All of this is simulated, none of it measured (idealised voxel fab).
Process module, titled voxel transistor to metal
It is cross-section cut that appears here, measuring 140 nm in width, its square cells being 5 nm in size.
We lay out every cross-section as a grid of square cells and spell it out in bands from the top down, where one band means one or more rows of cells. The band entry comprises the height of the band's top followed by the height of its bottom, expressed in nm, and subsequently the band's materials from left to right, each stated together with its width in nm. Where a single material is marked with the word "edge to edge", that material fills the band from edge to edge. The word "empty" represents empty space. For the purposes of this specification, 0 denotes the height below which the wafer in its as-received condition is composed wholly of one material, and the lowermost band, lacking a lower limit, extends downward without end, as expressed in "0 -> down". With a width like "30..40", each row of cells in the band differs from the next by the same amount, the top row carrying the first number and the bottom row the second. Key: "no change occurred" - step with no changed cell in the cross-section. Entry "Cavities, closed" = empty spaces >= 8 cells with no open way to the top; each as width x height at distance, distance from left edge, all nm. It should be noted that, on the line of a given step, the content following the step's settings is a remark produced by the simulator itself with respect to that step. When a step includes a mask, the "overlay nm" setting on its line states how far to the right of its planned place that mask lay, and negative values state how far to the left. Quick note on how to read the rest: it's all pairs. You get the cross-section before a process step and the one after, but the after one only goes down as far as the lowest band that changed. The step in between, with its settings, sits under the pair. Heads up, the pairs can come from different runs of this module on the same starting wafer, so don't assume a pair picks up from the one above unless its "Pre-step section" entry says it does.
### Pre-step section
    95 -> 90 = 30 TiN, 5 empty, 70 TiN, 5 empty, 30 TiN
    90 -> 60 = 25 SiO2, 5 TiN, 5 empty, 5 TiN, 60 SiO2, 5 TiN, 5 empty, 5 TiN, 25 SiO2
    60 -> 55 = 25 SiCN, 15 TiN, 60 SiCN, 15 TiN, 25 SiCN
    55 -> 30 = 25 lowk, 15 Ru, 60 lowk, 15 Ru, 25 lowk
    30 -> 25 = 25 lowk, 15 TiN, 60 lowk, 15 TiN, 25 lowk
    25 -> 15 = 25 SiO2, 5 TiN, 5 Ru, 5 TiN, 60 SiO2, 5 TiN, 5 Ru, 5 TiN, 25 SiO2
    15 -> 10 = 25 SiO2, 15 TiN, 10 SiN, 5 HfO2, 5 TiN, 20 W, 5 TiN, 5 HfO2, 10 SiN, 15 TiN, 25 SiO2
    10 -> 5 = 25 SiO2, 15 nSi, 10 SiN, 5 HfO2, 5 TiN, 20 W, 5 TiN, 5 HfO2, 10 SiN, 15 nSi, 25 SiO2
    5 -> 0 = 20 SiO2, 10 SiN, 10 nSi, 10 SiN, 5 HfO2, 30 TiN, 5 HfO2, 10 SiN, 10 nSi, 10 SiN, 20 SiO2
    0 -> -5 = 30 SiO2, 10 nSi, 10 SiO2, 40 HfO2, 10 SiO2, 10 nSi, 30 SiO2
    -5 -> -35 = 20 SiO2, 10 Si, 10 nSi, 60 Si, 10 nSi, 10 Si, 20 SiO2
    -35 -> down = Si edge to edge
    Cavities, closed: none
### Step Result
    100 -> 95 = Cu edge to edge
    95 -> 90 = 30 TiN, 5 Cu, 70 TiN, 5 Cu, 30 TiN
    90 -> 60 = 25 SiO2, 5 TiN, 5 Cu, 5 TiN, 60 SiO2, 5 TiN, 5 Cu, 5 TiN, 25 SiO2
    Heights below 60 show no change.
    Cavities, closed: none
Between the two cross-sections shown above lies FILL_DEP [material Cu] [thk nm 5]
Pre-step section: refer to the pair immediately above; the cross-section shown after its step is the state before this one.
### Step Result
    90 -> 60 = 25 SiO2, 5 TiN, 5 Cu, 5 TiN, 60 SiO2, 5 TiN, 5 Cu, 5 TiN, 25 SiO2
    Heights below 60 show no change.
    Cavities, closed: none
Between the two cross-sections shown above lies CMP [height nm 90]
Pre-step section: refer to the pair immediately above; the cross-section shown after its step is the state before this one.
### Step Result
    95 -> 90 = SiN edge to edge
    Heights below 90 show no change.
    Cavities, closed: none
Between the two cross-sections shown above lies CONFORMAL_DEP [material SiN] [thk nm 5]
### Pre-step section
    15 -> 5 = 20 SiO2, 100 SiN, 20 SiO2
    5 -> 0 = SiO2 edge to edge
    0 -> -35 = 20 SiO2, 100 Si, 20 SiO2
    -35 -> down = Si edge to edge
    Cavities, closed: none
### Step Result
    15 -> 5 = 20 SiO2, 100 empty, 20 SiO2
    Heights below 5 show no change.
    Cavities, closed: none
Between the two cross-sections shown above lies STRIP [etch materials SiN]
Pre-step section: refer to the pair immediately above; the cross-section shown after its step is the state before this one.
### Step Result
    10 -> 0 = 15 SiO2, 110 empty, 15 SiO2
    Heights below 0 show no change.
    Cavities, closed: none
Between the two cross-sections shown above lies SELECTIVE_ETCH [etch materials SiO2] [depth nm 5]
Pre-step section: refer to the pair immediately above; the cross-section shown after its step is the state before this one.
### Step Result
    5 -> 0 = 10 SiO2, 120 empty, 10 SiO2
    0 -> -5 = 10 SiO2, 10 empty, 100 Si, 10 empty, 10 SiO2
    Heights below -5 show no change.
    Cavities, closed: none
Between the two cross-sections shown above lies SELECTIVE_ETCH [etch materials SiO2] [depth nm 5]
Pre-step section: refer to the pair immediately above; the cross-section shown after its step is the state before this one.
### Step Result
    5 -> 0 = 10 SiO2, 120 empty, 10 SiO2
    0 -> -5 = 10 SiO2, 10 empty, 100 SiO2, 10 empty, 10 SiO2
    -5 -> -10 = 25 SiO2, 90 Si, 25 SiO2
    Heights below -10 show no change.
    Cavities, closed: none
Between the two cross-sections shown above lies OXIDIZE [depth nm 5]
Pre-step section: refer to the pair immediately above; the cross-section shown after its step is the state before this one.
### Step Result
    25 -> 20 = 10 polySi, 120 empty, 10 polySi
    20 -> 15 = 10 polySi, 10 empty, 100 polySi, 10 empty, 10 polySi
    15 -> 5 = polySi edge to edge
    5 -> 0 = 10 SiO2, 120 polySi, 10 SiO2
    0 -> -5 = 10 SiO2, 10 polySi, 100 SiO2, 10 polySi, 10 SiO2
    Heights below -5 show no change.
    Cavities, closed: none
Between the two cross-sections shown above lies DIRECTIONAL_DEP [material polySi] [thk nm 20]
Pre-step section: refer to the pair immediately above; the cross-section shown after its step is the state before this one.
### Step Result
    35 -> 30 = 10 SiCN, 120 empty, 10 SiCN
    30 -> 25 = 10 SiCN, 10 empty, 100 SiCN, 10 empty, 10 SiCN
    25 -> 20 = 10 polySi, 120 SiCN, 10 polySi
    20 -> 15 = 10 polySi, 10 SiCN, 100 polySi, 10 SiCN, 10 polySi
    Heights below 15 show no change.
    Cavities, closed: none
Between the two cross-sections shown above lies DIRECTIONAL_DEP [material SiCN] [thk nm 10]
Pre-step section: refer to the pair immediately above; the cross-section shown after its step is the state before this one.
### Step Result
    55 -> 35 = 55 empty, 30 resist, 55 empty
    35 -> 30 = 10 SiCN, 45 empty, 30 resist, 45 empty, 10 SiCN
    Heights below 30 show no change.
    Cavities, closed: none
Between the two cross-sections shown above lies PATTERN [tone cover] [mask id GATE] [material resist] [width nm 30] [thk nm 20] [overlay nm 0]
Pre-step section: refer to the pair immediately above; the cross-section shown after its step is the state before this one.
### Step Result
    55 -> 30 = 55 empty, 30 resist, 55 empty
    30 -> 25 = 55 empty, 30 SiCN, 55 empty
    25 -> 20 = 10 polySi, 45 empty, 30 SiCN, 45 empty, 10 polySi
    20 -> 15 = 10 polySi, 10 empty, 100 polySi, 10 empty, 10 polySi
    Heights below 15 show no change.
    Cavities, closed: none
Between the two cross-sections shown above lies DIRECTIONAL_ETCH [etch materials SiCN] [depth nm 20]
Pre-step section: refer to the pair immediately above; the cross-section shown after its step is the state before this one.
### Step Result
    55 -> 30 = 55 empty, 30 resist, 55 empty
    30 -> 20 = 55 empty, 30 SiCN, 55 empty
    20 -> 5 = 55 empty, 30 polySi, 55 empty
    5 -> 0 = 10 SiO2, 45 empty, 30 polySi, 45 empty, 10 SiO2
    0 -> -5 = 10 SiO2, 10 empty, 100 SiO2, 10 empty, 10 SiO2
    Heights below -5 show no change.
    Cavities, closed: none
Between the two cross-sections shown above lies DIRECTIONAL_ETCH [etch materials polySi] [depth nm 30]
Pre-step section: refer to the pair immediately above; the cross-section shown after its step is the state before this one.
### Step Result
    30 -> 20 = 55 empty, 30 SiCN, 55 empty
    Heights below 20 show no change.
    Cavities, closed: none
Between the two cross-sections shown above lies STRIP [etch materials resist]
Pre-step section: refer to the pair immediately above; the cross-section shown after its step is the state before this one.
### Step Result
    35 -> 30 = 50 empty, 40 SiO2, 50 empty
    30 -> 20 = 50 empty, 5 SiO2, 30 SiCN, 5 SiO2, 50 empty
    20 -> 10 = 50 empty, 5 SiO2, 30 polySi, 5 SiO2, 50 empty
    10 -> 5 = 15 SiO2, 35 empty, 5 SiO2, 30 polySi, 5 SiO2, 35 empty, 15 SiO2
    5 -> 0 = 55 SiO2, 30 polySi, 55 SiO2
    0 -> -5 = SiO2 edge to edge
    Heights below -5 show no change.
    Cavities, closed: none
Between the two cross-sections shown above lies CONFORMAL_DEP [material SiO2] [thk nm 5]
Pre-step section: refer to the pair immediately above; the cross-section shown after its step is the state before this one.
### Step Result
    30 -> 20 = 50 empty, 5 SiO2, 30 SiCN, 5 SiO2, 50 empty
    20 -> 5 = 50 empty, 5 SiO2, 30 polySi, 5 SiO2, 50 empty
    5 -> 0 = 15 SiO2, 35 empty, 5 SiO2, 30 polySi, 5 SiO2, 35 empty, 15 SiO2
    Heights below 0 show no change.
    Cavities, closed: none
Between the two cross-sections shown above lies DIRECTIONAL_ETCH [etch materials SiO2] [depth nm 5]
Pre-step section: refer to the pair immediately above; the cross-section shown after its step is the state before this one.
### Step Result
    40 -> 30 = 40 empty, 60 SiN, 40 empty
    30 -> 20 = 40 empty, 10 SiN, 5 SiO2, 30 SiCN, 5 SiO2, 10 SiN, 40 empty
    20 -> 15 = 40 empty, 10 SiN, 5 SiO2, 30 polySi, 5 SiO2, 10 SiN, 40 empty
    15 -> 10 = 25 SiN, 15 empty, 10 SiN, 5 SiO2, 30 polySi, 5 SiO2, 10 SiN, 15 empty, 25 SiN
    10 -> 5 = 50 SiN, 5 SiO2, 30 polySi, 5 SiO2, 50 SiN
    5 -> 0 = 15 SiO2, 35 SiN, 5 SiO2, 30 polySi, 5 SiO2, 35 SiN, 15 SiO2
    Heights below 0 show no change.
    Cavities, closed: none
Between the two cross-sections shown above lies CONFORMAL_DEP [material SiN] [thk nm 10]
Pre-step section: refer to the pair immediately above; the cross-section shown after its step is the state before this one.
### Step Result
    30 -> 20 = 40 empty, 10 SiN, 5 SiO2, 30 SiCN, 5 SiO2, 10 SiN, 40 empty
    20 -> 5 = 40 empty, 10 SiN, 5 SiO2, 30 polySi, 5 SiO2, 10 SiN, 40 empty
    5 -> 0 = 15 SiO2, 10 SiN, 15 empty, 10 SiN, 5 SiO2, 30 polySi, 5 SiO2, 10 SiN, 15 empty, 10 SiN, 15 SiO2
    Heights below 0 show no change.
    Cavities, closed: none
Between the two cross-sections shown above lies DIRECTIONAL_ETCH [etch materials SiN] [depth nm 10]
Pre-step section: refer to the pair immediately above; the cross-section shown after its step is the state before this one.
### Step Result
    30 -> 25 = 40 empty, 10 SiN, 5 empty, 30 SiCN, 5 empty, 10 SiN, 40 empty
    25 -> 20 = 40 empty, 10 SiN, 5 SiO2, 30 SiCN, 5 SiO2, 10 SiN, 40 empty
    20 -> 5 = 40 empty, 10 SiN, 5 SiO2, 30 polySi, 5 SiO2, 10 SiN, 40 empty
    5 -> 0 = 15 empty, 10 SiN, 15 empty, 10 SiN, 5 SiO2, 30 polySi, 5 SiO2, 10 SiN, 15 empty, 10 SiN, 15 empty
    0 -> -5 = 25 SiO2, 15 empty, 60 SiO2, 15 empty, 25 SiO2
    Heights below -5 show no change.
    Cavities, closed: none
Between the two cross-sections shown above lies DIRECTIONAL_ETCH [etch materials SiO2] [depth nm 5]
Pre-step section: refer to the pair immediately above; the cross-section shown after its step is the state before this one.
### Step Result
    30 -> 25 = 40 empty, 10 SiN, 5 empty, 30 SiCN, 5 empty, 10 SiN, 40 empty
    25 -> 20 = 40 empty, 10 SiN, 5 SiO2, 30 SiCN, 5 SiO2, 10 SiN, 40 empty
    20 -> 5 = 40 empty, 10 SiN, 5 SiO2, 30 polySi, 5 SiO2, 10 SiN, 40 empty
    5 -> 0 = 15 empty, 10 SiN, 15 empty, 10 SiN, 5 SiO2, 30 polySi, 5 SiO2, 10 SiN, 15 empty, 10 SiN, 15 empty
    0 -> -5 = 25 SiO2, 15 empty, 60 SiO2, 15 empty, 25 SiO2
    -5 -> -10 = 25 SiO2, 15 empty, 60 Si, 15 empty, 25 SiO2
    -10 -> -20 = 20 SiO2, 5 Si, 15 empty, 60 Si, 15 empty, 5 Si, 20 SiO2
    Heights below -20 show no change.
    Cavities, closed: none
Between the two cross-sections shown above lies DIRECTIONAL_ETCH [etch materials Si] [depth nm 15]
Pre-step section: refer to the pair immediately above; the cross-section shown after its step is the state before this one.
### Step Result
    30 -> 25 = 40 empty, 10 SiN, 5 empty, 30 SiCN, 5 empty, 10 SiN, 40 empty
    25 -> 20 = 40 empty, 10 SiN, 5 SiO2, 30 SiCN, 5 SiO2, 10 SiN, 40 empty
    20 -> 10 = 40 empty, 10 SiN, 5 SiO2, 30 polySi, 5 SiO2, 10 SiN, 40 empty
    10 -> 5 = 25 empty, 15 nSi, 10 SiN, 5 SiO2, 30 polySi, 5 SiO2, 10 SiN, 15 nSi, 25 empty
    5 -> 0 = 15 empty, 10 SiN, 15 nSi, 10 SiN, 5 SiO2, 30 polySi, 5 SiO2, 10 SiN, 15 nSi, 10 SiN, 15 empty
    0 -> -5 = 25 SiO2, 15 nSi, 60 SiO2, 15 nSi, 25 SiO2
    -5 -> -10 = 25 SiO2, 15 nSi, 60 Si, 15 nSi, 25 SiO2
    -10 -> -20 = 20 SiO2, 5 Si, 15 nSi, 60 Si, 15 nSi, 5 Si, 20 SiO2
    Heights below -20 show no change.
    Cavities, closed: none
Between the two cross-sections shown above lies EPI [material nSi] [thk nm 15]
Pre-step section: refer to the pair immediately above; the cross-section shown after its step is the state before this one.
### Step Result
    40 -> 30 = SiO2 edge to edge
    30 -> 20 = 40 SiO2, 10 SiN, 5 SiO2, 30 SiCN, 5 SiO2, 10 SiN, 40 SiO2
    20 -> 10 = 40 SiO2, 10 SiN, 5 SiO2, 30 polySi, 5 SiO2, 10 SiN, 40 SiO2
    10 -> 5 = 25 SiO2, 15 nSi, 10 SiN, 5 SiO2, 30 polySi, 5 SiO2, 10 SiN, 15 nSi, 25 SiO2
    5 -> 0 = 15 SiO2, 10 SiN, 15 nSi, 10 SiN, 5 SiO2, 30 polySi, 5 SiO2, 10 SiN, 15 nSi, 10 SiN, 15 SiO2
    Heights below 0 show no change.
    Cavities, closed: none
Between the two cross-sections shown above lies FILL_DEP [material SiO2] [thk nm 10]
Pre-step section: refer to the pair immediately above; the cross-section shown after its step is the state before this one.
### Step Result
    20 -> 10 = 40 SiO2, 10 SiN, 5 SiO2, 30 polySi, 5 SiO2, 10 SiN, 40 SiO2
    Heights below 10 show no change.
    Cavities, closed: none
Between the two cross-sections shown above lies CMP [height nm 20]
Pre-step section: refer to the pair immediately above; the cross-section shown after its step is the state before this one.
### Step Result
    20 -> 10 = 40 SiO2, 10 SiN, 5 SiO2, 30 empty, 5 SiO2, 10 SiN, 40 SiO2
    10 -> 5 = 25 SiO2, 15 nSi, 10 SiN, 5 SiO2, 30 empty, 5 SiO2, 10 SiN, 15 nSi, 25 SiO2
    5 -> 0 = 15 SiO2, 10 SiN, 15 nSi, 10 SiN, 5 SiO2, 30 empty, 5 SiO2, 10 SiN, 15 nSi, 10 SiN, 15 SiO2
    Heights below 0 show no change.
    Cavities, closed: none
Between the two cross-sections shown above lies STRIP [etch materials polySi]
Pre-step section: refer to the pair immediately above; the cross-section shown after its step is the state before this one.
### Step Result
    20 -> 15 = 40 empty, 10 SiN, 40 empty, 10 SiN, 40 empty
    15 -> 10 = 40 SiO2, 10 SiN, 40 empty, 10 SiN, 40 SiO2
    10 -> 5 = 25 SiO2, 15 nSi, 10 SiN, 40 empty, 10 SiN, 15 nSi, 25 SiO2
    5 -> 0 = 15 SiO2, 10 SiN, 15 nSi, 10 SiN, 40 empty, 10 SiN, 15 nSi, 10 SiN, 15 SiO2
    0 -> -5 = 25 SiO2, 15 nSi, 10 SiO2, 40 empty, 10 SiO2, 15 nSi, 25 SiO2
    Heights below -5 show no change.
    Cavities, closed: none
Between the two cross-sections shown above lies SELECTIVE_ETCH [etch materials SiO2] [depth nm 5]
Pre-step section: refer to the pair immediately above; the cross-section shown after its step is the state before this one.
### Step Result
    25 -> 20 = 35 empty, 20 HfO2, 30 empty, 20 HfO2, 35 empty
    20 -> 15 = 40 HfO2, 10 SiN, 5 HfO2, 30 empty, 5 HfO2, 10 SiN, 40 HfO2
    15 -> 10 = 40 SiO2, 10 SiN, 5 HfO2, 30 empty, 5 HfO2, 10 SiN, 40 SiO2
    10 -> 5 = 25 SiO2, 15 nSi, 10 SiN, 5 HfO2, 30 empty, 5 HfO2, 10 SiN, 15 nSi, 25 SiO2
    5 -> 0 = 15 SiO2, 10 SiN, 15 nSi, 10 SiN, 5 HfO2, 30 empty, 5 HfO2, 10 SiN, 15 nSi, 10 SiN, 15 SiO2
    0 -> -5 = 25 SiO2, 15 nSi, 10 SiO2, 40 HfO2, 10 SiO2, 15 nSi, 25 SiO2
    Heights below -5 show no change.
    Cavities, closed: none
Between the two cross-sections shown above lies CONFORMAL_DEP [material HfO2] [thk nm 5]
Pre-step section: refer to the pair immediately above; the cross-section shown after its step is the state before this one.
### Step Result
    30 -> 25 = 30 empty, 30 TiN, 20 empty, 30 TiN, 30 empty
    25 -> 20 = 35 TiN, 20 HfO2, 5 TiN, 20 empty, 5 TiN, 20 HfO2, 35 TiN
    20 -> 15 = 40 HfO2, 10 SiN, 5 HfO2, 5 TiN, 20 empty, 5 TiN, 5 HfO2, 10 SiN, 40 HfO2
    15 -> 10 = 40 SiO2, 10 SiN, 5 HfO2, 5 TiN, 20 empty, 5 TiN, 5 HfO2, 10 SiN, 40 SiO2
    10 -> 5 = 25 SiO2, 15 nSi, 10 SiN, 5 HfO2, 5 TiN, 20 empty, 5 TiN, 5 HfO2, 10 SiN, 15 nSi, 25 SiO2
    5 -> 0 = 15 SiO2, 10 SiN, 15 nSi, 10 SiN, 5 HfO2, 30 TiN, 5 HfO2, 10 SiN, 15 nSi, 10 SiN, 15 SiO2
    Heights below 0 show no change.
    Cavities, closed: none
Between the two cross-sections shown above lies CONFORMAL_DEP [material TiN] [thk nm 5]
Pre-step section: refer to the pair immediately above; the cross-section shown after its step is the state before this one.
### Step Result
    40 -> 30 = W edge to edge
    30 -> 25 = 30 W, 30 TiN, 20 W, 30 TiN, 30 W
    25 -> 20 = 35 TiN, 20 HfO2, 5 TiN, 20 W, 5 TiN, 20 HfO2, 35 TiN
    20 -> 15 = 40 HfO2, 10 SiN, 5 HfO2, 5 TiN, 20 W, 5 TiN, 5 HfO2, 10 SiN, 40 HfO2
    15 -> 10 = 40 SiO2, 10 SiN, 5 HfO2, 5 TiN, 20 W, 5 TiN, 5 HfO2, 10 SiN, 40 SiO2
    10 -> 5 = 25 SiO2, 15 nSi, 10 SiN, 5 HfO2, 5 TiN, 20 W, 5 TiN, 5 HfO2, 10 SiN, 15 nSi, 25 SiO2
    Heights below 5 show no change.
    Cavities, closed: none
Between the two cross-sections shown above lies FILL_DEP [material W] [thk nm 10]
Pre-step section: refer to the pair immediately above; the cross-section shown after its step is the state before this one.
### Step Result
    15 -> 10 = 40 SiO2, 10 SiN, 5 HfO2, 5 TiN, 20 W, 5 TiN, 5 HfO2, 10 SiN, 40 SiO2
    Heights below 10 show no change.
    Cavities, closed: none
Between the two cross-sections shown above lies CMP [height nm 15]
Pre-step section: refer to the pair immediately above; the cross-section shown after its step is the state before this one.
### Step Result
    25 -> 15 = SiO2 edge to edge
    Heights below 15 show no change.
    Cavities, closed: none
Between the two cross-sections shown above lies DIRECTIONAL_DEP [material SiO2] [thk nm 10]
Pre-step section: refer to the pair immediately above; the cross-section shown after its step is the state before this one.
### Step Result
    25 -> 15 = 25 SiO2, 15 empty, 60 SiO2, 15 empty, 25 SiO2
    15 -> 10 = 25 SiO2, 15 empty, 10 SiN, 5 HfO2, 5 TiN, 20 W, 5 TiN, 5 HfO2, 10 SiN, 15 empty, 25 SiO2
    Heights below 10 show no change.
    Cavities, closed: none
Between the two cross-sections shown above lies MASKED_ETCH [tone open] [mask id CONTACT] [width nm 15] [pitch nm 75] [etch materials SiO2] [depth nm 15] [overlay nm 0]
Pre-step section: refer to the pair immediately above; the cross-section shown after its step is the state before this one.
### Step Result
    30 -> 25 = 30 TiN, 5 empty, 70 TiN, 5 empty, 30 TiN
    25 -> 15 = 25 SiO2, 5 TiN, 5 empty, 5 TiN, 60 SiO2, 5 TiN, 5 empty, 5 TiN, 25 SiO2
    15 -> 10 = 25 SiO2, 15 TiN, 10 SiN, 5 HfO2, 5 TiN, 20 W, 5 TiN, 5 HfO2, 10 SiN, 15 TiN, 25 SiO2
    Heights below 10 show no change.
    Cavities, closed: none
Between the two cross-sections shown above lies CONFORMAL_DEP [material TiN] [thk nm 5]
Pre-step section: refer to the pair immediately above; the cross-section shown after its step is the state before this one.
### Step Result
    40 -> 30 = Ru edge to edge
    30 -> 25 = 30 TiN, 5 Ru, 70 TiN, 5 Ru, 30 TiN
    25 -> 15 = 25 SiO2, 5 TiN, 5 Ru, 5 TiN, 60 SiO2, 5 TiN, 5 Ru, 5 TiN, 25 SiO2
    Heights below 15 show no change.
    Cavities, closed: none
Between the two cross-sections shown above lies FILL_DEP [material Ru] [thk nm 10]
Pre-step section: refer to the pair immediately above; the cross-section shown after its step is the state before this one.
### Step Result
    25 -> 15 = 25 SiO2, 5 TiN, 5 Ru, 5 TiN, 60 SiO2, 5 TiN, 5 Ru, 5 TiN, 25 SiO2
    Heights below 15 show no change.
    Cavities, closed: none
Between the two cross-sections shown above lies CMP [height nm 25]
Pre-step section: refer to the pair immediately above; the cross-section shown after its step is the state before this one.
### Step Result
    30 -> 25 = TiN edge to edge
    Heights below 25 show no change.
    Cavities, closed: none
Between the two cross-sections shown above lies DIRECTIONAL_DEP [material TiN] [thk nm 5]
Pre-step section: refer to the pair immediately above; the cross-section shown after its step is the state before this one.
### Step Result
    55 -> 30 = Ru edge to edge
    Heights below 30 show no change.
    Cavities, closed: none
Between the two cross-sections shown above lies DIRECTIONAL_DEP [material Ru] [thk nm 25]
Pre-step section: refer to the pair immediately above; the cross-section shown after its step is the state before this one.
### Step Result
    55 -> 30 = 25 empty, 15 Ru, 60 empty, 15 Ru, 25 empty
    Heights below 30 show no change.
    Cavities, closed: none
Between the two cross-sections shown above lies MASKED_ETCH [tone cover] [mask id METAL_1] [width nm 15] [pitch nm 75] [etch materials Ru] [depth nm 25] [overlay nm 0]
Pre-step section: refer to the pair immediately above; the cross-section shown after its step is the state before this one.
### Step Result
    55 -> 30 = 25 empty, 15 Ru, 60 empty, 15 Ru, 25 empty
    30 -> 25 = 25 empty, 15 TiN, 60 empty, 15 TiN, 25 empty
    Heights below 25 show no change.
    Cavities, closed: none
Between the two cross-sections shown above lies MASKED_ETCH [tone cover] [mask id METAL_1] [width nm 15] [pitch nm 75] [etch materials TiN] [depth nm 5] [overlay nm 0]
Pre-step section: refer to the pair immediately above; the cross-section shown after its step is the state before this one.
### Step Result
    60 -> 55 = lowk edge to edge
    55 -> 30 = 25 lowk, 15 Ru, 60 lowk, 15 Ru, 25 lowk
    30 -> 25 = 25 lowk, 15 TiN, 60 lowk, 15 TiN, 25 lowk
    Heights below 25 show no change.
    Cavities, closed: none
Between the two cross-sections shown above lies FILL_DEP [material lowk] [thk nm 5]
Pre-step section: refer to the pair immediately above; the cross-section shown after its step is the state before this one.
### Step Result
    55 -> 30 = 25 lowk, 15 Ru, 60 lowk, 15 Ru, 25 lowk
    Heights below 30 show no change.
    Cavities, closed: none
Between the two cross-sections shown above lies CMP [height nm 55]
Pre-step section: refer to the pair immediately above; the cross-section shown after its step is the state before this one.
### Step Result
    60 -> 55 = SiCN edge to edge
    Heights below 55 show no change.
    Cavities, closed: none
Between the two cross-sections shown above lies CONFORMAL_DEP [material SiCN] [thk nm 5]
Pre-step section: refer to the pair immediately above; the cross-section shown after its step is the state before this one.
### Step Result
    90 -> 60 = SiO2 edge to edge
    Heights below 60 show no change.
    Cavities, closed: none
Between the two cross-sections shown above lies DIRECTIONAL_DEP [material SiO2] [thk nm 30]
Pre-step section: refer to the pair immediately above; the cross-section shown after its step is the state before this one.
### Step Result
    105 -> 90 = aC edge to edge
    Heights below 90 show no change.
    Cavities, closed: none
Between the two cross-sections shown above lies DIRECTIONAL_DEP [material aC] [thk nm 15]
Pre-step section: refer to the pair immediately above; the cross-section shown after its step is the state before this one.
### Step Result
    140 -> 105 = 25 resist, 15 empty, 60 resist, 15 empty, 25 resist
    Heights below 105 show no change.
    Cavities, closed: none
Between the two cross-sections shown above lies PATTERN [tone open] [mask id METAL_2] [material resist] [width nm 15] [pitch nm 75] [thk nm 35] [overlay nm 0]
Pre-step section: refer to the pair immediately above; the cross-section shown after its step is the state before this one.
### Step Result
    125 -> 105 = 25 resist, 15 empty, 60 resist, 15 empty, 25 resist
    105 -> 90 = 25 aC, 15 empty, 60 aC, 15 empty, 25 aC
    Heights below 90 show no change.
    Cavities, closed: none
Between the two cross-sections shown above lies DIRECTIONAL_ETCH [etch materials aC] [depth nm 15]
Pre-step section: refer to the pair immediately above; the cross-section shown after its step is the state before this one.
### Step Result
    105 -> 90 = 25 aC, 15 empty, 60 aC, 15 empty, 25 aC
    Heights below 90 show no change.
    Cavities, closed: none
Between the two cross-sections shown above lies STRIP [etch materials resist]
Pre-step section: refer to the pair immediately above; the cross-section shown after its step is the state before this one.
### Step Result
    105 -> 90 = 25 aC, 15 empty, 60 aC, 15 empty, 25 aC
    90 -> 75 = 25 SiO2, 15 empty, 60 SiO2, 15 empty, 25 SiO2
    Heights below 75 show no change.
    Cavities, closed: none
Between the two cross-sections shown above lies DIRECTIONAL_ETCH [etch materials SiO2] [depth nm 15]
Pre-step section: refer to the pair immediately above; the cross-section shown after its step is the state before this one.
### Step Result
    90 -> 75 = 25 SiO2, 15 empty, 60 SiO2, 15 empty, 25 SiO2
    Heights below 75 show no change.
    Cavities, closed: none
Between the two cross-sections shown above lies STRIP [etch materials aC]
Pre-step section: refer to the pair immediately above; the cross-section shown after its step is the state before this one.
### Step Result
    110 -> 90 = 25 resist, 15 empty, 60 resist, 15 empty, 25 resist
    Heights below 90 show no change.
    Cavities, closed: none
Between the two cross-sections shown above lies PATTERN [tone open] [mask id METAL_2_HOLES] [material resist] [width nm 15] [pitch nm 75] [thk nm 20] [overlay nm 0]
Pre-step section: refer to the pair immediately above; the cross-section shown after its step is the state before this one.
### Step Result
    110 -> 90 = 25 resist, 15 empty, 60 resist, 15 empty, 25 resist
    90 -> 60 = 25 SiO2, 15 empty, 60 SiO2, 15 empty, 25 SiO2
    Heights below 60 show no change.
    Cavities, closed: none
Between the two cross-sections shown above lies DIRECTIONAL_ETCH [etch materials SiO2] [depth nm 15]
Pre-step section: refer to the pair immediately above; the cross-section shown after its step is the state before this one.
### Step Result
    110 -> 90 = 25 resist, 15 empty, 60 resist, 15 empty, 25 resist
    90 -> 60 = 25 SiO2, 15 empty, 60 SiO2, 15 empty, 25 SiO2
    60 -> 55 = 25 SiCN, 15 empty, 60 SiCN, 15 empty, 25 SiCN
    Heights below 55 show no change.
    Cavities, closed: none
Between the two cross-sections shown above lies DIRECTIONAL_ETCH [etch materials SiCN] [depth nm 5]
Pre-step section: refer to the pair immediately above; the cross-section shown after its step is the state before this one.
### Step Result
    90 -> 60 = 25 SiO2, 15 empty, 60 SiO2, 15 empty, 25 SiO2
    Heights below 60 show no change.
    Cavities, closed: none
Between the two cross-sections shown above lies STRIP [etch materials resist]
Pre-step section: refer to the pair immediately above; the cross-section shown after its step is the state before this one.
### Step Result
    95 -> 90 = 30 TiN, 5 empty, 70 TiN, 5 empty, 30 TiN
    90 -> 60 = 25 SiO2, 5 TiN, 5 empty, 5 TiN, 60 SiO2, 5 TiN, 5 empty, 5 TiN, 25 SiO2
    60 -> 55 = 25 SiCN, 15 TiN, 60 SiCN, 15 TiN, 25 SiCN
    Heights below 55 show no change.
    Cavities, closed: none
Between the two cross-sections shown above lies CONFORMAL_DEP [material TiN] [thk nm 5]
Pre-step section: refer to the pair immediately above; the cross-section shown after its step is the state before this one.
### Step Result
    100 -> 95 = Cu edge to edge
    95 -> 90 = 30 TiN, 5 Cu, 70 TiN, 5 Cu, 30 TiN
    90 -> 60 = 25 SiO2, 5 TiN, 5 Cu, 5 TiN, 60 SiO2, 5 TiN, 5 Cu, 5 TiN, 25 SiO2
    Heights below 60 show no change.
    Cavities, closed: none
Between the two cross-sections shown above lies FILL_DEP [material Cu] [thk nm 5]
Pre-step section: refer to the pair immediately above; the cross-section shown after its step is the state before this one.
### Step Result
    90 -> 60 = 25 SiO2, 5 TiN, 5 Cu, 5 TiN, 60 SiO2, 5 TiN, 5 Cu, 5 TiN, 25 SiO2
    Heights below 60 show no change.
    Cavities, closed: none
Between the two cross-sections shown above lies CMP [height nm 90]
Pre-step section: refer to the pair immediately above; the cross-section shown after its step is the state before this one.
### Step Result
    95 -> 90 = SiN edge to edge
    Heights below 90 show no change.
    Cavities, closed: none
Between the two cross-sections shown above lies CONFORMAL_DEP [material SiN] [thk nm 5]
